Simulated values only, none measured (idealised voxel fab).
Process module under the name voxel spacer lines
In the cross-section labelled cut, the width is 295 nm and each square cell is 5 nm.
Throughout this document, each cross-section is represented as a grid of square cells and is presented as a sequence of bands enumerated from the top downward, where a band comprises one or more rows of cells. Look at the band entry: it leads with the top's height and the bottom's height in nm. Then it lists the materials left to right, with a width in nm for each. The word "all across" on a single material says that material fills the band edge to edge. The word "blank" is empty space. Heights are measured from 0, the level below which the as-received wafer is all one material; the lowest band has no bottom and continues downward, written as in "0 -> down". So if you see something like "30->40" for the width, read it as the top row of the band sitting at the first number and the bottom row at the second, with every row in between moving by the same amount as the last. For the purposes of this document, the phrase "nothing changed" attached to a step denotes that no cell within the cross-section was modified by that step. The entry "Tabulated closed voids" lists the empty spaces that cover at least 8 cells and have no open path to the top. Each is written as width x height at distance, where the distance is measured from the left edge and all three values are in nm. That trailing text on a step's line, after the settings, is the simulator's own remark on the step. overlay nm: right-of-plan distance of the mask on a masked step; negative values mean left-of-plan.
So here's the lineup of process steps we planned
1. RECEIVE: material Si
2. CONFORMAL_DEP: material Al2O3, thk nm 5
3. DIRECTIONAL_DEP: material SiN, thk nm 15
4. DIRECTIONAL_DEP: material aC, thk nm 20
5. PATTERN: tone cover, mask id MANDREL, material resist, width nm 15, pitch nm 60, thk nm 25, overlay nm 0
6. DIRECTIONAL_ETCH: etch materials aC, depth nm 20
7. STRIP: etch materials resist
8. CONFORMAL_DEP: material SiO2, thk nm 15
9. DIRECTIONAL_ETCH: etch materials SiO2, depth nm 15
10. STRIP: etch materials aC
11. DIRECTIONAL_ETCH: etch materials SiN, depth nm 15
12. STRIP: etch materials SiO2
13. FILL_DEP: material SiO2, thk nm 10
14. CMP: height nm 20
First wafer out of two, processed as planned
As-received state of the wafer in cross-section, equivalent to post-step 1
* 0 -> down  Si all across
* Tabulated closed voids: none
Wafer section view after processing step 2
* 5 -> 0  Al2O3 all across
* Nothing below the height 0 has changed.
Wafer section view after processing step 3
* 20 -> 5  SiN all across
* Nothing below the height 5 has changed.
Wafer section view after processing step 4
* 40 -> 20  aC all across
* Nothing below the height 20 has changed.
Wafer section view after processing step 5
* 65 -> 40  110 blank  15 resist  45 blank  15 resist  110 blank
* Nothing below the height 40 has changed.
Wafer section view after processing step 6
* 45 -> 40  110 blank  15 resist  45 blank  15 resist  110 blank
* 40 -> 20  110 blank  15 aC  45 blank  15 aC  110 blank
* Nothing below the height 20 has changed.
Wafer section view after processing step 7
* 40 -> 20  110 blank  15 aC  45 blank  15 aC  110 blank
* Nothing below the height 20 has changed.
Wafer section view after processing step 8
* 55 -> 40  95 blank  45 SiO2  15 blank  45 SiO2  95 blank
* 40 -> 35  95 blank  15 SiO2  15 aC  15 SiO2  15 blank  15 SiO2  15 aC  15 SiO2  95 blank
* 35 -> 20  110 SiO2  15 aC  45 SiO2  15 aC  110 SiO2
* Nothing below the height 20 has changed.
Wafer section view after processing step 9
* 40 -> 20  95 blank  15 SiO2  15 aC  15 SiO2  15 blank  15 SiO2  15 aC  15 SiO2  95 blank
* Nothing below the height 20 has changed.
Wafer section view after processing step 10
* 40 -> 20  95 blank  15 SiO2  15 blank  15 SiO2  15 blank  15 SiO2  15 blank  15 SiO2  95 blank
* Nothing below the height 20 has changed.
Wafer section view after processing step 11
* 40 -> 20  95 blank  15 SiO2  15 blank  15 SiO2  15 blank  15 SiO2  15 blank  15 SiO2  95 blank
* 20 -> 5  95 blank  15 SiN  15 blank  15 SiN  15 blank  15 SiN  15 blank  15 SiN  95 blank
* Nothing below the height 5 has changed.
Wafer section view after processing step 12
* 20 -> 5  95 blank  15 SiN  15 blank  15 SiN  15 blank  15 SiN  15 blank  15 SiN  95 blank
* Nothing below the height 5 has changed.
Wafer section view after processing step 13
* 30 -> 20  SiO2 all across
* 20 -> 5  95 SiO2  15 SiN  15 SiO2  15 SiN  15 SiO2  15 SiN  15 SiO2  15 SiN  95 SiO2
* Nothing below the height 5 has changed.
Wafer section view after processing step 14
* 20 -> 5  95 SiO2  15 SiN  15 SiO2  15 SiN  15 SiO2  15 SiN  15 SiO2  15 SiN  95 SiO2
* Nothing below the height 5 has changed.
Now the other wafer: same start, same recipe, but we messed up one thing when running it. Up to and including step 4 it's the same as the first one
Cross-section of the second wafer at the time step 5 of the plan should have ended
* 65 -> 40  120 blank  15 resist  45 blank  15 resist  100 blank
* Nothing below the height 40 has changed.
Cross-section of the second wafer at the time step 6 of the plan should have ended
* 45 -> 40  120 blank  15 resist  45 blank  15 resist  100 blank
* 40 -> 20  120 blank  15 aC  45 blank  15 aC  100 blank
* Nothing below the height 20 has changed.
Cross-section of the second wafer at the time step 7 of the plan should have ended
* 40 -> 20  120 blank  15 aC  45 blank  15 aC  100 blank
* Nothing below the height 20 has changed.
Cross-section of the second wafer at the time step 8 of the plan should have ended
* 55 -> 40  105 blank  45 SiO2  15 blank  45 SiO2  85 blank
* 40 -> 35  105 blank  15 SiO2  15 aC  15 SiO2  15 blank  15 SiO2  15 aC  15 SiO2  85 blank
* 35 -> 20  120 SiO2  15 aC  45 SiO2  15 aC  100 SiO2
* Nothing below the height 20 has changed.
Cross-section of the second wafer at the time step 9 of the plan should have ended
* 40 -> 20  105 blank  15 SiO2  15 aC  15 SiO2  15 blank  15 SiO2  15 aC  15 SiO2  85 blank
* Nothing below the height 20 has changed.
Cross-section of the second wafer at the time step 10 of the plan should have ended
* 40 -> 20  105 blank  15 SiO2  15 blank  15 SiO2  15 blank  15 SiO2  15 blank  15 SiO2  85 blank
* Nothing below the height 20 has changed.
Cross-section of the second wafer at the time step 11 of the plan should have ended
* 40 -> 20  105 blank  15 SiO2  15 blank  15 SiO2  15 blank  15 SiO2  15 blank  15 SiO2  85 blank
* 20 -> 5  105 blank  15 SiN  15 blank  15 SiN  15 blank  15 SiN  15 blank  15 SiN  85 blank
* Nothing below the height 5 has changed.
Cross-section of the second wafer at the time step 12 of the plan should have ended
* 20 -> 5  105 blank  15 SiN  15 blank  15 SiN  15 blank  15 SiN  15 blank  15 SiN  85 blank
* Nothing below the height 5 has changed.
Cross-section of the second wafer at the time step 13 of the plan should have ended
* 30 -> 20  SiO2 all across
* 20 -> 5  105 SiO2  15 SiN  15 SiO2  15 SiN  15 SiO2  15 SiN  15 SiO2  15 SiN  85 SiO2
* Nothing below the height 5 has changed.
Cross-section of the second wafer at the time step 14 of the plan should have ended
* 20 -> 5  105 SiO2  15 SiN  15 SiO2  15 SiN  15 SiO2  15 SiN  15 SiO2  15 SiN  85 SiO2
* Nothing below the height 5 has changed.
Misprocessing identified: contrary to plan, step 5 was performed as PATTERN: tone cover, mask id MANDREL, material resist, width nm 15, pitch nm 60, thk nm 25, overlay nm 10
In the final comparison it is observed that the number of cells assigned to each material is identical for the two wafers, whereas their placement is not.
